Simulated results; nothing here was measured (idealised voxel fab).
Herein follows the process module entitled voxel wiring stack.
cross-section cut | 215 nm wide | cells 5 nm
Cross-section layout: square cells on a grid; listed as bands, top to bottom; a band spans one or more cell rows.
The band entry comprises the height of the band's top followed by the height of its bottom, expressed in nm, and subsequently the band's materials from left to right, each stated together with its width in nm. Where a single material is marked with the word "everywhere", that material fills the band from edge to edge. The word "air" represents empty space.
The level at which height equals 0 is the one under which the wafer, as it arrives, is entirely one material. No lower edge exists for the bottom band, which continues downward and is notated as in "0..down".
The expression "30 to 40" gives the width at the extremes of the band, the first number at its top row of cells and the second at its bottom row, with the width changing by equal amounts from each row to the next in between.
Take "no alterations made" at face value: in the step it is given for, the cross-section changed in none of its cells.
Closed empty spaces (no open way to the top) of 8 cells or more are what "Enclosed cavities" lists, each as width x height at distance from the left edge, nm for all three.
Whatever follows a step's settings on its line is a remark the simulator itself makes about that step.
overlay nm: for a step with a mask, the amount by which the mask lay right of where it was planned; a negative amount means left of it.
Each pair below shows a cross-section before one step and the cross-section after it, down to the lowest band that changed. The line under each pair gives the step between them, with its settings. The pairs can come from different runs of this module on the same starting wafer, so a pair continues from the pair above only where its "State on entry" says so.
[State on entry]
* 145..125: resist 40 nm  air 30 nm  resist 20 nm  air 30 nm  resist 20 nm  air 30 nm  resist 45 nm
* 125..110: aC 40 nm  air 30 nm  aC 20 nm  air 30 nm  aC 20 nm  air 30 nm  aC 45 nm
* 110..105: SiCN everywhere
* 105..80: lowk everywhere
* 80..55: SiO2 35 nm  SiN 5 nm  Ru 30 nm  SiN 5 nm  SiO2 10 nm  SiN 5 nm  Ru 30 nm  SiN 5 nm  SiO2 10 nm  SiN 5 nm  Ru 30 nm  SiN 5 nm  SiO2 40 nm
* 55..50: SiN 40 nm  TiN 30 nm  SiN 20 nm  TiN 30 nm  SiN 20 nm  TiN 30 nm  SiN 45 nm
* 50..40: SiO2 40 nm  Ru 15 nm  SiO2 85 nm  Ru 15 nm  SiO2 60 nm
* 40..35: SiCN 40 nm  Ru 15 nm  SiCN 85 nm  Ru 15 nm  SiCN 60 nm
* 35..15: SiO2 40 nm  TiN 5 nm  W 20 nm  TiN 5 nm  SiO2 20 nm  TiN 5 nm  W 20 nm  TiN 5 nm  SiO2 20 nm  TiN 5 nm  W 20 nm  TiN 5 nm  SiO2 45 nm
* 15..10: SiN 40 nm  TiN 30 nm  SiN 20 nm  TiN 30 nm  SiN 20 nm  TiN 30 nm  SiN 45 nm
* 10..0: SiO2 everywhere
* 0..down: Si everywhere
* Enclosed cavities: none
[State After Step]
* 125..110: aC 40 nm  air 30 nm  aC 20 nm  air 30 nm  aC 20 nm  air 30 nm  aC 45 nm
* Anything lower than 110 is untouched.
* Enclosed cavities: none
Upper to lower cross-section via STRIP with etch materials resist
State on entry: unchanged from the after cross-section in the pair immediately above; refer to that figure.
[State After Step]
* 125..110: aC 40 nm  air 30 nm  aC 20 nm  air 30 nm  aC 20 nm  air 30 nm  aC 45 nm
* 110..105: SiCN 40 nm  air 30 nm  SiCN 20 nm  air 30 nm  SiCN 20 nm  air 30 nm  SiCN 45 nm
* Anything lower than 105 is untouched.
* Enclosed cavities: none
Upper to lower cross-section via DIRECTIONAL_ETCH with etch materials SiCN, depth nm 5
State on entry: unchanged from the after cross-section in the pair immediately above; refer to that figure.
[State After Step]
* 110..105: SiCN 40 nm  air 30 nm  SiCN 20 nm  air 30 nm  SiCN 20 nm  air 30 nm  SiCN 45 nm
* Anything lower than 105 is untouched.
* Enclosed cavities: none
Upper to lower cross-section via STRIP with etch materials aC
State on entry: unchanged from the after cross-section in the pair immediately above; refer to that figure.
[State After Step]
* 115..110: TiN 45 nm  air 20 nm  TiN 30 nm  air 20 nm  TiN 30 nm  air 20 nm  TiN 50 nm
* 110..105: SiCN 40 nm  TiN 30 nm  SiCN 20 nm  TiN 30 nm  SiCN 20 nm  TiN 30 nm  SiCN 45 nm
* Anything lower than 105 is untouched.
* Enclosed cavities: none
Upper to lower cross-section via CONFORMAL_DEP with material TiN, thk nm 5
State on entry: unchanged from the after cross-section in the pair immediately above; refer to that figure.
[State After Step]
* 125..115: Cu everywhere
* 115..110: TiN 45 nm  Cu 20 nm  TiN 30 nm  Cu 20 nm  TiN 30 nm  Cu 20 nm  TiN 50 nm
* Anything lower than 110 is untouched.
* Enclosed cavities: none
Upper to lower cross-section via FILL_DEP with material Cu, thk nm 10
State on entry: unchanged from the after cross-section in the pair immediately above; refer to that figure.
[State After Step]
* 110..105: SiCN 40 nm  TiN 30 nm  SiCN 20 nm  TiN 30 nm  SiCN 20 nm  TiN 30 nm  SiCN 45 nm
* Anything lower than 105 is untouched.
* Enclosed cavities: none
Upper to lower cross-section via CMP with height nm 110
State on entry: unchanged from the after cross-section in the pair immediately above; refer to that figure.
[State After Step]
* 115..110: SiCN everywhere
* Anything lower than 110 is untouched.
* Enclosed cavities: none
Upper to lower cross-section via CONFORMAL_DEP with material SiCN, thk nm 5
State on entry: unchanged from the after cross-section in the pair immediately above; refer to that figure.
[State After Step]
* 130..115: lowk everywhere
* Anything lower than 115 is untouched.
* Enclosed cavities: none
Upper to lower cross-section via DIRECTIONAL_DEP with material lowk, thk nm 15
State on entry: unchanged from the after cross-section in the pair immediately above; refer to that figure.
[State After Step]
* 150..130: resist 40 nm  air 15 nm  resist 35 nm  air 15 nm  resist 35 nm  air 15 nm  resist 60 nm
* Anything lower than 130 is untouched.
* Enclosed cavities: none
Upper to lower cross-section via PATTERN with tone open, mask id PLUG_3, material resist, width nm 15, pitch nm 50, thk nm 20, overlay nm 0
State on entry: unchanged from the after cross-section in the pair immediately above; refer to that figure.
[State After Step]
* 150..130: resist 40 nm  air 15 nm  resist 35 nm  air 15 nm  resist 35 nm  air 15 nm  resist 60 nm
* 130..115: lowk 40 nm  air 15 nm  lowk 35 nm  air 15 nm  lowk 35 nm  air 15 nm  lowk 60 nm
* Anything lower than 115 is untouched.
* Enclosed cavities: none
Upper to lower cross-section via DIRECTIONAL_ETCH with etch materials lowk, depth nm 15
State on entry: unchanged from the after cross-section in the pair immediately above; refer to that figure.
[State After Step]
* 150..130: resist 40 nm  air 15 nm  resist 35 nm  air 15 nm  resist 35 nm  air 15 nm  resist 60 nm
* 130..115: lowk 40 nm  air 15 nm  lowk 35 nm  air 15 nm  lowk 35 nm  air 15 nm  lowk 60 nm
* 115..110: SiCN 40 nm  air 15 nm  SiCN 35 nm  air 15 nm  SiCN 35 nm  air 15 nm  SiCN 60 nm
* Anything lower than 110 is untouched.
* Enclosed cavities: none
Upper to lower cross-section via DIRECTIONAL_ETCH with etch materials SiCN, depth nm 5
State on entry: unchanged from the after cross-section in the pair immediately above; refer to that figure.
[State After Step]
* 130..115: lowk 40 nm  air 15 nm  lowk 35 nm  air 15 nm  lowk 35 nm  air 15 nm  lowk 60 nm
* Anything lower than 115 is untouched.
* Enclosed cavities: none
Upper to lower cross-section via STRIP with etch materials resist
State on entry: unchanged from the after cross-section in the pair immediately above; refer to that figure.
[State After Step]
* 135..130: TiN 45 nm  air 5 nm  TiN 45 nm  air 5 nm  TiN 45 nm  air 5 nm  TiN 65 nm
* 130..115: lowk 40 nm  TiN 5 nm  air 5 nm  TiN 5 nm  lowk 35 nm  TiN 5 nm  air 5 nm  TiN 5 nm  lowk 35 nm  TiN 5 nm  air 5 nm  TiN 5 nm  lowk 60 nm
* 115..105: SiCN 40 nm  TiN 15 to 30 nm  SiCN 35 to 20 nm  TiN 15 to 30 nm  SiCN 35 to 20 nm  TiN 15 to 30 nm  SiCN 60 to 45 nm
* Anything lower than 105 is untouched.
* Enclosed cavities: none
Upper to lower cross-section via CONFORMAL_DEP with material TiN, thk nm 5
State on entry: unchanged from the after cross-section in the pair immediately above; refer to that figure.
[State After Step]
* 140..135: Ru everywhere
* 135..130: TiN 45 nm  Ru 5 nm  TiN 45 nm  Ru 5 nm  TiN 45 nm  Ru 5 nm  TiN 65 nm
* 130..115: lowk 40 nm  TiN 5 nm  Ru 5 nm  TiN 5 nm  lowk 35 nm  TiN 5 nm  Ru 5 nm  TiN 5 nm  lowk 35 nm  TiN 5 nm  Ru 5 nm  TiN 5 nm  lowk 60 nm
* Anything lower than 115 is untouched.
* Enclosed cavities: none
Upper to lower cross-section via FILL_DEP with material Ru, thk nm 5
State on entry: unchanged from the after cross-section in the pair immediately above; refer to that figure.
[State After Step]
* 130..115: lowk 40 nm  TiN 5 nm  Ru 5 nm  TiN 5 nm  lowk 35 nm  TiN 5 nm  Ru 5 nm  TiN 5 nm  lowk 35 nm  TiN 5 nm  Ru 5 nm  TiN 5 nm  lowk 60 nm
* Anything lower than 115 is untouched.
* Enclosed cavities: none
Upper to lower cross-section via CMP with height nm 130
State on entry: unchanged from the after cross-section in the pair immediately above; refer to that figure.
[State After Step]
* 135..130: SiCN everywhere
* Anything lower than 130 is untouched.
* Enclosed cavities: none
Upper to lower cross-section via CONFORMAL_DEP with material SiCN, thk nm 5
State on entry: unchanged from the after cross-section in the pair immediately above; refer to that figure.
[State After Step]
* 160..135: SiO2 everywhere
* Anything lower than 135 is untouched.
* Enclosed cavities: none
Upper to lower cross-section via DIRECTIONAL_DEP with material SiO2, thk nm 25
State on entry: unchanged from the after cross-section in the pair immediately above; refer to that figure.
[State After Step]
* 160..135: SiO2 40 nm  air 30 nm  SiO2 20 nm  air 30 nm  SiO2 20 nm  air 30 nm  SiO2 45 nm
* Anything lower than 135 is untouched.
* Enclosed cavities: none
Upper to lower cross-section via MASKED_ETCH with tone open, mask id METAL_4, width nm 30, pitch nm 50, etch materials SiO2, depth nm 25, overlay nm 0
State on entry: unchanged from the after cross-section in the pair immediately above; refer to that figure.
[State After Step]
* 160..135: SiO2 40 nm  air 30 nm  SiO2 20 nm  air 30 nm  SiO2 20 nm  air 30 nm  SiO2 45 nm
* 135..130: SiCN 40 nm  air 30 nm  SiCN 20 nm  air 30 nm  SiCN 20 nm  air 30 nm  SiCN 45 nm
* Anything lower than 130 is untouched.
* Enclosed cavities: none
Upper to lower cross-section via MASKED_ETCH with tone open, mask id METAL_4, width nm 30, pitch nm 50, etch materials SiCN, depth nm 5, overlay nm 0
State on entry: unchanged from the after cross-section in the pair immediately above; refer to that figure.
[State After Step]
* 165..160: TiN 45 nm  air 20 nm  TiN 30 nm  air 20 nm  TiN 30 nm  air 20 nm  TiN 50 nm
* 160..135: SiO2 40 nm  TiN 5 nm  air 20 nm  TiN 5 nm  SiO2 20 nm  TiN 5 nm  air 20 nm  TiN 5 nm  SiO2 20 nm  TiN 5 nm  air 20 nm  TiN 5 nm  SiO2 45 nm
* 135..130: SiCN 40 nm  TiN 30 nm  SiCN 20 nm  TiN 30 nm  SiCN 20 nm  TiN 30 nm  SiCN 45 nm
* Anything lower than 130 is untouched.
* Enclosed cavities: none
Upper to lower cross-section via CONFORMAL_DEP with material TiN, thk nm 5
State on entry: unchanged from the after cross-section in the pair immediately above; refer to that figure.
[State After Step]
* 175..165: Cu everywhere
* 165..160: TiN 45 nm  Cu 20 nm  TiN 30 nm  Cu 20 nm  TiN 30 nm  Cu 20 nm  TiN 50 nm
* 160..135: SiO2 40 nm  TiN 5 nm  Cu 20 nm  TiN 5 nm  SiO2 20 nm  TiN 5 nm  Cu 20 nm  TiN 5 nm  SiO2 20 nm  TiN 5 nm  Cu 20 nm  TiN 5 nm  SiO2 45 nm
* Anything lower than 135 is untouched.
* Enclosed cavities: none
Upper to lower cross-section via FILL_DEP with material Cu, thk nm 10
State on entry: unchanged from the after cross-section in the pair immediately above; refer to that figure.
[State After Step]
* 160..135: SiO2 40 nm  TiN 5 nm  Cu 20 nm  TiN 5 nm  SiO2 20 nm  TiN 5 nm  Cu 20 nm  TiN 5 nm  SiO2 20 nm  TiN 5 nm  Cu 20 nm  TiN 5 nm  SiO2 45 nm
* Anything lower than 135 is untouched.
* Enclosed cavities: none
Upper to lower cross-section via CMP with height nm 160
State on entry: unchanged from the after cross-section in the pair immediately above; refer to that figure.
[State After Step]
* 165..160: air 35 nm  Ru 40 nm  air 10 nm  Ru 40 nm  air 10 nm  Ru 40 nm  air 40 nm
* Anything lower than 160 is untouched.
* Enclosed cavities: none
Upper to lower cross-section via EPI with material Ru, thk nm 5
State on entry: unchanged from the after cross-section in the pair immediately above; refer to that figure.
[State After Step]
* 170..165: SiCN everywhere
* 165..160: SiCN 35 nm  Ru 40 nm  SiCN 10 nm  Ru 40 nm  SiCN 10 nm  Ru 40 nm  SiCN 40 nm
* Anything lower than 160 is untouched.
* Enclosed cavities: none
Upper to lower cross-section via FILL_DEP with material SiCN, thk nm 5
[State on entry]
* 45..40: W everywhere
* 40..35: TiN 45 nm  W 20 nm  TiN 30 nm  W 20 nm  TiN 30 nm  W 20 nm  TiN 50 nm
* 35..15: SiO2 40 nm  TiN 5 nm  W 20 nm  TiN 5 nm  SiO2 20 nm  TiN 5 nm  W 20 nm  TiN 5 nm  SiO2 20 nm  TiN 5 nm  W 20 nm  TiN 5 nm  SiO2 45 nm
* 15..10: SiN 40 nm  TiN 30 nm  SiN 20 nm  TiN 30 nm  SiN 20 nm  TiN 30 nm  SiN 45 nm
* 10..0: SiO2 everywhere
* 0..down: Si everywhere
* Enclosed cavities: none
[State After Step]
* 30..15: SiO2 40 nm  TiN 5 nm  W 20 nm  TiN 5 nm  SiO2 20 nm  TiN 5 nm  W 20 nm  TiN 5 nm  SiO2 20 nm  TiN 5 nm  W 20 nm  TiN 5 nm  SiO2 45 nm
* Anything lower than 15 is untouched.
* Enclosed cavities: none
Upper to lower cross-section via CMP with height nm 30
State on entry: unchanged from the after cross-section in the pair immediately above; refer to that figure.
[State After Step]
* 35..30: SiCN everywhere
* Anything lower than 30 is untouched.
* Enclosed cavities: none
Upper to lower cross-section via CONFORMAL_DEP with material SiCN, thk nm 5
State on entry: unchanged from the after cross-section in the pair immediately above; refer to that figure.
[State After Step]
* 45..35: SiO2 everywhere
* Anything lower than 35 is untouched.
* Enclosed cavities: none
Upper to lower cross-section via DIRECTIONAL_DEP with material SiO2, thk nm 10
State on entry: unchanged from the after cross-section in the pair immediately above; refer to that figure.
[State After Step]
* 60..45: aC everywhere
* Anything lower than 45 is untouched.
* Enclosed cavities: none
Upper to lower cross-section via DIRECTIONAL_DEP with material aC, thk nm 15
State on entry: unchanged from the after cross-section in the pair immediately above; refer to that figure.
[State After Step]
* 95..60: resist 40 nm  air 15 nm  resist 85 nm  air 15 nm  resist 60 nm
* Anything lower than 60 is untouched.
* Enclosed cavities: none
Upper to lower cross-section via PATTERN with tone open, mask id PLUG_1, material resist, width nm 15, pitch nm 100, thk nm 35, overlay nm 0
State on entry: unchanged from the after cross-section in the pair immediately above; refer to that figure.
[State After Step]
* 80..60: resist 40 nm  air 15 nm  resist 85 nm  air 15 nm  resist 60 nm
* 60..45: aC 40 nm  air 15 nm  aC 85 nm  air 15 nm  aC 60 nm
* Anything lower than 45 is untouched.
* Enclosed cavities: none
Upper to lower cross-section via DIRECTIONAL_ETCH with etch materials aC, depth nm 15
State on entry: unchanged from the after cross-section in the pair immediately above; refer to that figure.
[State After Step]
* 60..45: aC 40 nm  air 15 nm  aC 85 nm  air 15 nm  aC 60 nm
* Anything lower than 45 is untouched.
* Enclosed cavities: none
Upper to lower cross-section via STRIP with etch materials resist
State on entry: unchanged from the after cross-section in the pair immediately above; refer to that figure.
[State After Step]
* 60..45: aC 40 nm  air 15 nm  aC 85 nm  air 15 nm  aC 60 nm
* 45..35: SiO2 40 nm  air 15 nm  SiO2 85 nm  air 15 nm  SiO2 60 nm
* Anything lower than 35 is untouched.
* Enclosed cavities: none
Upper to lower cross-section via DIRECTIONAL_ETCH with etch materials SiO2, depth nm 10
State on entry: unchanged from the after cross-section in the pair immediately above; refer to that figure.
[State After Step]
* 60..45: aC 40 nm  air 15 nm  aC 85 nm  air 15 nm  aC 60 nm
* 45..35: SiO2 40 nm  air 15 nm  SiO2 85 nm  air 15 nm  SiO2 60 nm
* 35..30: SiCN 40 nm  air 15 nm  SiCN 85 nm  air 15 nm  SiCN 60 nm
* Anything lower than 30 is untouched.
* Enclosed cavities: none
Upper to lower cross-section via DIRECTIONAL_ETCH with etch materials SiCN, depth nm 5
State on entry: unchanged from the after cross-section in the pair immediately above; refer to that figure.
[State After Step]
* 45..35: SiO2 40 nm  air 15 nm  SiO2 85 nm  air 15 nm  SiO2 60 nm
* Anything lower than 35 is untouched.
* Enclosed cavities: none
Upper to lower cross-section via STRIP with etch materials aC
State on entry: unchanged from the after cross-section in the pair immediately above; refer to that figure.
[State After Step]
* 45..40: SiO2 40 nm  air 15 nm  SiO2 85 nm  air 15 nm  SiO2 60 nm
* 40..35: SiO2 40 nm  Ru 15 nm  SiO2 85 nm  Ru 15 nm  SiO2 60 nm
* 35..30: SiCN 40 nm  Ru 15 nm  SiCN 85 nm  Ru 15 nm  SiCN 60 nm
* Anything lower than 30 is untouched.
* Enclosed cavities: none
Upper to lower cross-section via EPI with material Ru, thk nm 10
State on entry: unchanged from the after cross-section in the pair immediately above; refer to that figure.
[State After Step]
* 45..35: SiO2 40 nm  Ru 15 nm  SiO2 85 nm  Ru 15 nm  SiO2 60 nm
* Anything lower than 35 is untouched.
* Enclosed cavities: none
Upper to lower cross-section via EPI with material Ru, thk nm 5
State on entry: unchanged from the after cross-section in the pair immediately above; refer to that figure.
[State After Step]
* 50..45: TiN everywhere
* Anything lower than 45 is untouched.
* Enclosed cavities: none
Upper to lower cross-section via DIRECTIONAL_DEP with material TiN, thk nm 5
State on entry: unchanged from the after cross-section in the pair immediately above; refer to that figure.
[State After Step]
* 75..50: Ru everywhere
* Anything lower than 50 is untouched.
* Enclosed cavities: none
Upper to lower cross-section via DIRECTIONAL_DEP with material Ru, thk nm 25
State on entry: unchanged from the after cross-section in the pair immediately above; refer to that figure.
[State After Step]
* 90..75: air 40 nm  resist 30 nm  air 20 nm  resist 30 nm  air 20 nm  resist 30 nm  air 45 nm
* Anything lower than 75 is untouched.
* Enclosed cavities: none
Upper to lower cross-section via PATTERN with tone cover, mask id METAL_2, material resist, width nm 30, pitch nm 50, thk nm 15, overlay nm 0
State on entry: unchanged from the after cross-section in the pair immediately above; refer to that figure.
[State After Step]
* 90..75: air 40 nm  resist 30 nm  air 20 nm  resist 30 nm  air 20 nm  resist 30 nm  air 45 nm
* 75..50: air 40 nm  Ru 30 nm  air 20 nm  Ru 30 nm  air 20 nm  Ru 30 nm  air 45 nm
* Anything lower than 50 is untouched.
* Enclosed cavities: none
Upper to lower cross-section via DIRECTIONAL_ETCH with etch materials Ru, depth nm 25
State on entry: unchanged from the after cross-section in the pair immediately above; refer to that figure.
[State After Step]
* 90..75: air 40 nm  resist 30 nm  air 20 nm  resist 30 nm  air 20 nm  resist 30 nm  air 45 nm
* 75..50: air 40 nm  Ru 30 nm  air 20 nm  Ru 30 nm  air 20 nm  Ru 30 nm  air 45 nm
* 50..45: air 40 nm  TiN 30 nm  air 20 nm  TiN 30 nm  air 20 nm  TiN 30 nm  air 45 nm
* Anything lower than 45 is untouched.
* Enclosed cavities: none
Upper to lower cross-section via DIRECTIONAL_ETCH with etch materials TiN, depth nm 5
State on entry: unchanged from the after cross-section in the pair immediately above; refer to that figure.
[State After Step]
* 75..50: air 40 nm  Ru 30 nm  air 20 nm  Ru 30 nm  air 20 nm  Ru 30 nm  air 45 nm
* Anything lower than 50 is untouched.
* Enclosed cavities: none
Upper to lower cross-section via STRIP with etch materials resist
State on entry: unchanged from the after cross-section in the pair immediately above; refer to that figure.
[State After Step]
* 80..75: air 35 nm  SiN 40 nm  air 10 nm  SiN 40 nm  air 10 nm  SiN 40 nm  air 40 nm
* 75..50: air 35 nm  SiN 5 nm  Ru 30 nm  SiN 5 nm  air 10 nm  SiN 5 nm  Ru 30 nm  SiN 5 nm  air 10 nm  SiN 5 nm  Ru 30 nm  SiN 5 nm  air 40 nm
* 50..45: SiN 40 nm  TiN 30 nm  SiN 20 nm  TiN 30 nm  SiN 20 nm  TiN 30 nm  SiN 45 nm
* Anything lower than 45 is untouched.
* Enclosed cavities: none
Upper to lower cross-section via CONFORMAL_DEP with material SiN, thk nm 5
State on entry: unchanged from the after cross-section in the pair immediately above; refer to that figure.
[State After Step]
* 85..80: SiO2 everywhere
* 80..75: SiO2 35 nm  SiN 40 nm  SiO2 10 nm  SiN 40 nm  SiO2 10 nm  SiN 40 nm  SiO2 40 nm
* 75..50: SiO2 35 nm  SiN 5 nm  Ru 30 nm  SiN 5 nm  SiO2 10 nm  SiN 5 nm  Ru 30 nm  SiN 5 nm  SiO2 10 nm  SiN 5 nm  Ru 30 nm  SiN 5 nm  SiO2 40 nm
* Anything lower than 50 is untouched.
* Enclosed cavities: none
Upper to lower cross-section via FILL_DEP with material SiO2, thk nm 5
State on entry: unchanged from the after cross-section in the pair immediately above; refer to that figure.
[State After Step]
* 80..75: SiO2 35 nm  SiN 40 nm  SiO2 10 nm  SiN 40 nm  SiO2 10 nm  SiN 40 nm  SiO2 40 nm
* Anything lower than 75 is untouched.
* Enclosed cavities: none
Upper to lower cross-section via CMP with height nm 80
State on entry: unchanged from the after cross-section in the pair immediately above; refer to that figure.
[State After Step]
* 85..80: SiCN everywhere
* Anything lower than 80 is untouched.
* Enclosed cavities: none
Upper to lower cross-section via CONFORMAL_DEP with material SiCN, thk nm 5
State on entry: unchanged from the after cross-section in the pair immediately above; refer to that figure.
[State After Step]
* 110..85: lowk everywhere
* Anything lower than 85 is untouched.
* Enclosed cavities: none
Upper to lower cross-section via DIRECTIONAL_DEP with material lowk, thk nm 25
State on entry: unchanged from the after cross-section in the pair immediately above; refer to that figure.
[State After Step]
* 120..110: aC everywhere
* Anything lower than 110 is untouched.
* Enclosed cavities: none
Upper to lower cross-section via DIRECTIONAL_DEP with material aC, thk nm 10
State on entry: unchanged from the after cross-section in the pair immediately above; refer to that figure.
[State After Step]
* 150..120: resist 40 nm  air 15 nm  resist 35 nm  air 15 nm  resist 35 nm  air 15 nm  resist 60 nm
* Anything lower than 120 is untouched.
* Enclosed cavities: none
Upper to lower cross-section via PATTERN with tone open, mask id METAL_3_HOLES, material resist, width nm 15, pitch nm 50, thk nm 30, overlay nm 0
State on entry: unchanged from the after cross-section in the pair immediately above; refer to that figure.
[State After Step]
* 140..120: resist 40 nm  air 15 nm  resist 35 nm  air 15 nm  resist 35 nm  air 15 nm  resist 60 nm
* 120..110: aC 40 nm  air 15 nm  aC 35 nm  air 15 nm  aC 35 nm  air 15 nm  aC 60 nm
* Anything lower than 110 is untouched.
* Enclosed cavities: none
Upper to lower cross-section via DIRECTIONAL_ETCH with etch materials aC, depth nm 10
State on entry: unchanged from the after cross-section in the pair immediately above; refer to that figure.
[State After Step]
* 120..110: aC 40 nm  air 15 nm  aC 35 nm  air 15 nm  aC 35 nm  air 15 nm  aC 60 nm
* Anything lower than 110 is untouched.
* Enclosed cavities: none
Upper to lower cross-section via STRIP with etch materials resist
State on entry: unchanged from the after cross-section in the pair immediately above; refer to that figure.
[State After Step]
* 120..110: aC 40 nm  air 15 nm  aC 35 nm  air 15 nm  aC 35 nm  air 15 nm  aC 60 nm
* 110..85: lowk 40 nm  air 15 nm  lowk 35 nm  air 15 nm  lowk 35 nm  air 15 nm  lowk 60 nm
* Anything lower than 85 is untouched.
* Enclosed cavities: none
Upper to lower cross-section via DIRECTIONAL_ETCH with etch materials lowk, depth nm 25
State on entry: unchanged from the after cross-section in the pair immediately above; refer to that figure.
[State After Step]
* 110..85: lowk 40 nm  air 15 nm  lowk 35 nm  air 15 nm  lowk 35 nm  air 15 nm  lowk 60 nm
* Anything lower than 85 is untouched.
* Enclosed cavities: none
Upper to lower cross-section via STRIP with etch materials aC
State on entry: unchanged from the after cross-section in the pair immediately above; refer to that figure.
[State After Step]
* 125..110: aC 40 nm  air 15 nm  aC 35 nm  air 15 nm  aC 35 nm  air 15 nm  aC 60 nm
* 110..100: lowk 40 nm  air 15 nm  lowk 35 nm  air 15 nm  lowk 35 nm  air 15 nm  lowk 60 nm
* 100..85: lowk 40 nm  aC 15 nm  lowk 35 nm  aC 15 nm  lowk 35 nm  aC 15 nm  lowk 60 nm
* Anything lower than 85 is untouched.
* Enclosed cavities: none
Upper to lower cross-section via DIRECTIONAL_DEP with material aC, thk nm 15
State on entry: unchanged from the after cross-section in the pair immediately above; refer to that figure.
[State After Step]
* 160..125: resist 40 nm  air 30 nm  resist 20 nm  air 30 nm  resist 20 nm  air 30 nm  resist 45 nm
* Anything lower than 125 is untouched.
* Enclosed cavities: none
Upper to lower cross-section via PATTERN with tone open, mask id METAL_3, material resist, width nm 30, pitch nm 50, thk nm 35, overlay nm 0
State on entry: unchanged from the after cross-section in the pair immediately above; refer to that figure.
[State After Step]
* 145..125: resist 40 nm  air 30 nm  resist 20 nm  air 30 nm  resist 20 nm  air 30 nm  resist 45 nm
* 125..110: aC 40 nm  air 30 nm  aC 20 nm  air 30 nm  aC 20 nm  air 30 nm  aC 45 nm
* 110..85: lowk 40 nm  air 15 nm  lowk 35 nm  air 15 nm  lowk 35 nm  air 15 nm  lowk 60 nm
* Anything lower than 85 is untouched.
* Enclosed cavities: none
Upper to lower cross-section via DIRECTIONAL_ETCH with etch materials aC, depth nm 15
State on entry: unchanged from the after cross-section in the pair immediately above; refer to that figure.
[State After Step]
* 125..110: aC 40 nm  air 30 nm  aC 20 nm  air 30 nm  aC 20 nm  air 30 nm  aC 45 nm
* Anything lower than 110 is untouched.
* Enclosed cavities: none
Upper to lower cross-section via STRIP with etch materials resist
State on entry: unchanged from the after cross-section in the pair immediately above; refer to that figure.
[State After Step]
* 125..110: aC 40 nm  air 30 nm  aC 20 nm  air 30 nm  aC 20 nm  air 30 nm  aC 45 nm
* 110..95: lowk 40 nm  air 30 nm  lowk 20 nm  air 30 nm  lowk 20 nm  air 30 nm  lowk 45 nm
* Anything lower than 95 is untouched.
* Enclosed cavities: none
Upper to lower cross-section via DIRECTIONAL_ETCH with etch materials lowk, depth nm 15
State on entry: unchanged from the after cross-section in the pair immediately above; refer to that figure.
[State After Step]
* 125..110: aC 40 nm  air 30 nm  aC 20 nm  air 30 nm  aC 20 nm  air 30 nm  aC 45 nm
* 110..95: lowk 40 nm  air 30 nm  lowk 20 nm  air 30 nm  lowk 20 nm  air 30 nm  lowk 45 nm
* 95..85: lowk 40 nm  air 15 nm  lowk 35 nm  air 15 nm  lowk 35 nm  air 15 nm  lowk 60 nm
* 85..80: SiCN 40 nm  air 15 nm  SiCN 35 nm  air 15 nm  SiCN 35 nm  air 15 nm  SiCN 60 nm
* Anything lower than 80 is untouched.
* Enclosed cavities: none
Upper to lower cross-section via DIRECTIONAL_ETCH with etch materials SiCN, depth nm 5
State on entry: unchanged from the after cross-section in the pair immediately above; refer to that figure.
[State After Step]
* 110..95: lowk 40 nm  air 30 nm  lowk 20 nm  air 30 nm  lowk 20 nm  air 30 nm  lowk 45 nm
* Anything lower than 95 is untouched.
* Enclosed cavities: none
Upper to lower cross-section via STRIP with etch materials aC
State on entry: unchanged from the after cross-section in the pair immediately above; refer to that figure.
[State After Step]
* 115..110: TiN 45 nm  air 20 nm  TiN 30 nm  air 20 nm  TiN 30 nm  air 20 nm  TiN 50 nm
* 110..100: lowk 40 nm  TiN 5 nm  air 20 nm  TiN 5 nm  lowk 20 nm  TiN 5 nm  air 20 nm  TiN 5 nm  lowk 20 nm  TiN 5 nm  air 20 nm  TiN 5 nm  lowk 45 nm
* 100..95: lowk 40 nm  TiN 5 nm  air 5 nm  TiN 20 nm  lowk 20 nm  TiN 5 nm  air 5 nm  TiN 20 nm  lowk 20 nm  TiN 5 nm  air 5 nm  TiN 20 nm  lowk 45 nm
* 95..85: lowk 40 nm  TiN 5 nm  air 5 nm  TiN 5 nm  lowk 35 nm  TiN 5 nm  air 5 nm  TiN 5 nm  lowk 35 nm  TiN 5 nm  air 5 nm  TiN 5 nm  lowk 60 nm
* 85..80: SiCN 40 nm  TiN 15 nm  SiCN 35 nm  TiN 15 nm  SiCN 35 nm  TiN 15 nm  SiCN 60 nm
* Anything lower than 80 is untouched.
* Enclosed cavities: none
Upper to lower cross-section via CONFORMAL_DEP with material TiN, thk nm 5
State on entry: unchanged from the after cross-section in the pair immediately above; refer to that figure.
[State After Step]
* 125..115: Cu everywhere
* 115..110: TiN 45 nm  Cu 20 nm  TiN 30 nm  Cu 20 nm  TiN 30 nm  Cu 20 nm  TiN 50 nm
* 110..100: lowk 40 nm  TiN 5 nm  Cu 20 nm  TiN 5 nm  lowk 20 nm  TiN 5 nm  Cu 20 nm  TiN 5 nm  lowk 20 nm  TiN 5 nm  Cu 20 nm  TiN 5 nm  lowk 45 nm
* 100..95: lowk 40 nm  TiN 5 nm  Cu 5 nm  TiN 20 nm  lowk 20 nm  TiN 5 nm  Cu 5 nm  TiN 20 nm  lowk 20 nm  TiN 5 nm  Cu 5 nm  TiN 20 nm  lowk 45 nm
* 95..85: lowk 40 nm  TiN 5 nm  Cu 5 nm  TiN 5 nm  lowk 35 nm  TiN 5 nm  Cu 5 nm  TiN 5 nm  lowk 35 nm  TiN 5 nm  Cu 5 nm  TiN 5 nm  lowk 60 nm
* Anything lower than 85 is untouched.
* Enclosed cavities: none
Upper to lower cross-section via FILL_DEP with material Cu, thk nm 10
State on entry: unchanged from the after cross-section in the pair immediately above; refer to that figure.
[State After Step]
* 110..100: lowk 40 nm  TiN 5 nm  Cu 20 nm  TiN 5 nm  lowk 20 nm  TiN 5 nm  Cu 20 nm  TiN 5 nm  lowk 20 nm  TiN 5 nm  Cu 20 nm  TiN 5 nm  lowk 45 nm
* Anything lower than 100 is untouched.
* Enclosed cavities: none
Upper to lower cross-section via CMP with height nm 110
State on entry: unchanged from the after cross-section in the pair immediately above; refer to that figure.
[State After Step]
* 115..110: SiCN everywhere
* Anything lower than 110 is untouched.
* Enclosed cavities: none
Upper to lower cross-section via CONFORMAL_DEP with material SiCN, thk nm 5
State on entry: unchanged from the after cross-section in the pair immediately above; refer to that figure.
[State After Step]
* 130..115: lowk everywhere
* Anything lower than 115 is untouched.
* Enclosed cavities: none
Upper to lower cross-section via DIRECTIONAL_DEP with material lowk, thk nm 15
